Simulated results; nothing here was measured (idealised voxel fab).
process module | voxel tone inversion
cross-section cut | 140 nm wide | cells 5 nm
Heads up, the way a cross-section reads in here is a grid of square cells, handed over as bands from the top down, with every band being one or more rows of cells.
Within each band entry, the heights of the top and of the bottom of the band appear first, in that order and in nm; the materials of the band then follow from left to right, each with its corresponding width in nm. The designation "everywhere" on a single material indicates that it fills the band from edge to edge; the designation "empty" indicates empty space.
Where do heights start? At 0: under that level the wafer as delivered is made of one material only. And the lowest band has no floor; it just carries on downward, as in "0 and below".
The two numbers in a width such as "30..40" mark its ends across the band: the first belongs to the top row of cells, the second to the bottom row, and from each row to the next the width moves by the same amount.
The cross-section has no changed cell in any step marked "no change".
"Completely enclosed voids" means: voids of 8 cells or more that are shut off from the top with no open way through. Written width x height at distance, distance from the left edge, in nm.
Step line, after settings: the simulator's comment on this step.
The setting "overlay nm" may be written on the line of a step. When the step uses a mask, the value reports how far to the right of the planned place the mask lay, and a negative value reports that it lay to the left.
[Set out below are the planned steps of the process]
1 RECEIVE | material Si
2 CONFORMAL_DEP | material SiCN | thk nm 10
3 DIRECTIONAL_DEP | material aC | thk nm 15
4 PATTERN | tone cover | mask id POSTS | material resist | width nm 15 | pitch nm 30 | thk nm 25 | overlay nm 0
5 DIRECTIONAL_ETCH | etch materials aC | depth nm 15
6 STRIP | etch materials resist
7 FILL_DEP | material lowk | thk nm 10
8 CMP | height nm 25
9 STRIP | etch materials aC
[Cross-sectional view of the wafer in its as-received condition, corresponding to the state after step 1]
0 and below: Si everywhere
Completely enclosed voids: none
[Post-module cross-section of the first of two wafers (run per plan)]
25 down to 10: lowk=45, empty=15, lowk=15, empty=15, lowk=50
10 down to 0: SiCN everywhere
0 and below: Si everywhere
Completely enclosed voids: none
[Now the second wafer, cross-sectioned at the end of the module. Nothing different at the start, nothing different in the plan compared with the first, just one mistake when it was actually run]
15 down to 10: lowk=45, empty=15, lowk=15, empty=15, lowk=50
10 down to 0: SiCN everywhere
0 and below: Si everywhere
Completely enclosed voids: none
Want to know what went wrong? step 8 did not use the planned setting and instead ran as CMP | height nm 15
Looking at both finished wafers in cells, the second ends up ahead of or behind the first on some materials: lowk -44
